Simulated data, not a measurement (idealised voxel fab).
Process module under the name voxel double patterning
Shown is cross-section cut, with a width of 170 nm and square cells of size 5 nm.
A cross-section in this document is a grid of square cells, and it is written down as bands, the top band listed before the ones below it; a band is made up of one or more rows of cells.
Heads up on the band format: heights come first, top then bottom, in nm. After that it's the materials left to right, each with its width in nm. A single material flagged "throughout" fills the whole band edge to edge, and "air" means there's empty space there.
Ref level 0: as-received wafer is one material below here. Bottom band extends down with no lower bound ("z 0 and below").
A width given as "30 to 40" starts at the first number in the band's top row and ends at the second number in its bottom row, shifting by an equal amount at every step from row to row.
"no alterations made" -> step changed no cross-section cell.
Empty spaces without an open route to the top, at least 8 cells in extent, make up the entry "Closed void register"; each is given as width x height at distance, where the distance is measured from the left edge, and all are in nm.
It should be noted that, on the line of a given step, the content following the step's settings is a remark produced by the simulator itself with respect to that step.
What "overlay nm" on a step's line means: if the step has a mask, that mask lay this far to the right of its planned place, or, when the value is negative, to the left.
**The planned process steps are enumerated hereunder**
1) RECEIVE | material Si
2) CONFORMAL_DEP | material SiN | thk nm 10
3) DIRECTIONAL_DEP | material SiO2 | thk nm 10
4) DIRECTIONAL_DEP | material SiCN | thk nm 5
5) DIRECTIONAL_DEP | material aC | thk nm 15
6) PATTERN | tone open | mask id FIRST | material resist | width nm 15 | pitch nm 50 | thk nm 30 | overlay nm 0
7) DIRECTIONAL_ETCH | etch materials aC | depth nm 15
8) STRIP | etch materials resist
9) DIRECTIONAL_ETCH | etch materials SiCN | depth nm 5
10) STRIP | etch materials aC
11) DIRECTIONAL_DEP | material aC | thk nm 15
12) PATTERN | tone open | mask id SECOND | material resist | width nm 15 | pitch nm 50 | thk nm 30 | overlay nm 0
13) DIRECTIONAL_ETCH | etch materials aC | depth nm 15
14) STRIP | etch materials resist
15) DIRECTIONAL_ETCH | etch materials SiCN | depth nm 5
16) STRIP | etch materials aC
17) DIRECTIONAL_ETCH | etch materials SiO2 | depth nm 5
18) STRIP | etch materials SiCN
The wafers are alike at the start. At step 17, their depth nm differs. The plan lists the first wafer's value.
**Cross-section: the first of several wafers in its as-received state, i.e. following step 1**
> z 0 and below | Si throughout
> Closed void register: none
**first wafer at the end, after step 18**
> z 20 to 15 | SiO2 25; air 15; SiO2 10; air 15; SiO2 10; air 15; SiO2 10; air 15; SiO2 10; air 15; SiO2 30
> z 15 to 10 | SiO2 throughout
> z 10 to 0 | SiN throughout
> z 0 and below | Si throughout
> Closed void register: none
**End of module: cross-section, last of several wafers**
> z 20 to 10 | SiO2 25; air 15; SiO2 10; air 15; SiO2 10; air 15; SiO2 10; air 15; SiO2 10; air 15; SiO2 30
> z 10 to 0 | SiN throughout
> z 0 and below | Si throughout
> Closed void register: none
**Table: wafers, a row each; end-of-module cell change per material since receipt, gain (+), loss (-); then closed voids**
depth nm 5; +68 SiN; +53 SiO2; Closed void register: none
depth nm 10; +68 SiN; +38 SiO2; Closed void register: none
depth nm 15; +68 SiN; +38 SiO2; Closed void register: none
depth nm 20; +68 SiN; +38 SiO2; Closed void register: none
depth nm 25; +68 SiN; +38 SiO2; Closed void register: none
